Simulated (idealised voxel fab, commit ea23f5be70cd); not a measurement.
process module | voxel tone inversion
cross-section cut | 300 nm wide | cells 5 nm
A cross-section is a grid of square cells, given in bands from the top down. A band is one or more rows of cells.
Each band's line starts with the height of the band's top and of its bottom, in nm. Then come its materials from left to right, each with its width in nm. One material with "throughout" fills the band from edge to edge. "air" is empty space.
Height 0 is the level under which the wafer as received is all one material. The lowest band goes on downwards, as in "0 down".
A width such as "30 to 40" changes by the same amount from each row of cells to the next, from the band's top row to its bottom row.
"no change" after a step means that no cell of the cross-section changed.
closed voids: empty space of 8 cells or more with no open way to the top, each as width x height at its distance from the left edge, in nm
after a step's settings: what the simulator itself notes on the step
overlay nm, on a step with a mask: how far to the right of its planned place the mask lay; to the left if negative
plan
1 op RECEIVE | material Si
2 op CONFORMAL_DEP | material SiN | thk nm 5
3 op DIRECTIONAL_DEP | material aC | thk nm 20
4 op PATTERN | tone cover | mask id POSTS | material resist | width nm 25 | pitch nm 45 | thk nm 25 | overlay nm 0
5 op DIRECTIONAL_ETCH | etch materials aC | depth nm 20
6 op STRIP | etch materials resist
7 op FILL_DEP | material SiO2 | thk nm 10
8 op CMP | height nm 25
9 op STRIP | etch materials aC
first wafer, as planned
as received, after step 1
  0 down: Si throughout
  closed voids: none
after step 2
  5 to 0: SiN throughout
  below 0: unchanged
after step 3
  25 to 5: aC throughout
  below 5: unchanged
after step 4
  50 to 25: air 70 | resist 25 | air 20 | resist 25 | air 20 | resist 25 | air 20 | resist 25 | air 70
  below 25: unchanged
after step 5
  30 to 25: air 70 | resist 25 | air 20 | resist 25 | air 20 | resist 25 | air 20 | resist 25 | air 70
  25 to 5: air 70 | aC 25 | air 20 | aC 25 | air 20 | aC 25 | air 20 | aC 25 | air 70
  below 5: unchanged
after step 6
  25 to 5: air 70 | aC 25 | air 20 | aC 25 | air 20 | aC 25 | air 20 | aC 25 | air 70
  below 5: unchanged
after step 7
  35 to 25: SiO2 throughout
  25 to 5: SiO2 70 | aC 25 | SiO2 20 | aC 25 | SiO2 20 | aC 25 | SiO2 20 | aC 25 | SiO2 70
  below 5: unchanged
after step 8
  25 to 5: SiO2 70 | aC 25 | SiO2 20 | aC 25 | SiO2 20 | aC 25 | SiO2 20 | aC 25 | SiO2 70
  below 5: unchanged
after step 9
  25 to 5: SiO2 70 | air 25 | SiO2 20 | air 25 | SiO2 20 | air 25 | SiO2 20 | air 25 | SiO2 70
  below 5: unchanged
second wafer: like start, like plan, one mistake. Through step 1 it matches the first wafer
when step 2 should have ended
  20 to 0: aC throughout
  below 0: unchanged
when step 3 should have ended
  25 to 20: SiN throughout
  below 20: unchanged
when step 4 should have ended
  50 to 25: air 70 | resist 25 | air 20 | resist 25 | air 20 | resist 25 | air 20 | resist 25 | air 70
  below 25: unchanged
when step 5 should have ended
  30 to 25: air 70 | resist 25 | air 20 | resist 25 | air 20 | resist 25 | air 20 | resist 25 | air 70
  below 25: unchanged
when step 6 should have ended
  25 to 20: SiN throughout
  below 20: unchanged
when step 7 should have ended
  35 to 25: SiO2 throughout
  below 25: unchanged
when step 8 should have ended
  25 to 20: SiN throughout
  below 20: unchanged
when step 9 should have ended: no change
what went wrong: steps 2 and 3 were swapped
at the end the second wafer has, in cells: 160 fewer of SiO2 | 240 more of aC
